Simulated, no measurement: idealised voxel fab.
process module | voxel self aligned vias
Each square cell in cross-section cut measures 5 nm, and the section as a whole is 235 nm wide.
Cross-section = grid of square cells, listed top down in bands; band = one or more rows. The band entry comprises the height of the band's top followed by the height of its bottom, expressed in nm, and subsequently the band's materials from left to right, each stated together with its width in nm. Where a single material is marked with the word "everywhere", that material fills the band from edge to edge. The word "blank" represents empty space. Height datum 0, below which the as-received substrate wafer is one material. Lowest band open at the bottom, running downward: "0 nm and below". Read "30->40" as a graded width: first number on top, second number at the bottom, same change between each pair of neighbouring rows. "remained the same" (step): cross-section cells unchanged, all of them. Each empty space that has no open way to the top and spans at least 8 cells appears under "Enclosed internal voids" as width x height at distance, the distance counted from the left edge, all in nm. Where a step's line continues beyond its settings, the continuation is a remark by the simulator itself on that step. overlay nm: on a step with a mask, how far right of its planned place the mask lay; negative means left.
### Intended process steps
1. RECEIVE (material Si)
2. CONFORMAL_DEP (material SiO2; thk nm 10)
3. CONFORMAL_DEP (material SiCN; thk nm 5)
4. DIRECTIONAL_DEP (material SiO2; thk nm 20)
5. PATTERN (tone open; mask id LINES; material resist; width nm 30; pitch nm 70; thk nm 20; overlay nm 0)
6. DIRECTIONAL_ETCH (etch materials SiO2; depth nm 20)
7. STRIP (etch materials resist)
8. CONFORMAL_DEP (material TiN; thk nm 5)
9. FILL_DEP (material Ru; thk nm 5)
10. CMP (height nm 35)
11. SELECTIVE_ETCH (etch materials W Ru TiN; depth nm 10)
12. FILL_DEP (material SiN; thk nm 5)
13. CMP (height nm 35)
14. DIRECTIONAL_DEP (material SiO2; thk nm 15)
15. DIRECTIONAL_DEP (material aC; thk nm 15)
16. PATTERN (tone open; mask id VIAS; material resist; width nm 40; pitch nm 70; thk nm 35; overlay nm 0)
17. DIRECTIONAL_ETCH (etch materials aC; depth nm 15)
18. STRIP (etch materials resist)
19. DIRECTIONAL_ETCH (etch materials SiO2; depth nm 15)
20. DIRECTIONAL_ETCH (etch materials SiN; depth nm 10)
21. STRIP (etch materials aC)
22. CONFORMAL_DEP (material TiN; thk nm 5)
23. FILL_DEP (material W; thk nm 5)
24. CMP (height nm 50)
25. CONFORMAL_DEP (material SiCN; thk nm 5)
Wafers differ in width nm at step 16; plan lists the first wafer's value; identical starting state.
### The first of several wafers, as received after step 1, seen in section
    0 nm and below = Si everywhere
    Enclosed internal voids: none
### Per-wafer rows below. For each material: cells gained (+) or lost (-) since the wafer was received, as of end of module. Then: closed voids
width nm 40 | +12 Ru | +94 SiCN | +279 SiO2 | +72 TiN | +60 W | Enclosed internal voids: none
width nm 45 | +12 Ru | +94 SiCN | +270 SiO2 | +75 TiN | +66 W | Enclosed internal voids: none
width nm 50 | +12 Ru | +94 SiCN | +261 SiO2 | +78 TiN | +72 W | Enclosed internal voids: none
width nm 55 | +12 Ru | +94 SiCN | +252 SiO2 | +81 TiN | +78 W | Enclosed internal voids: none
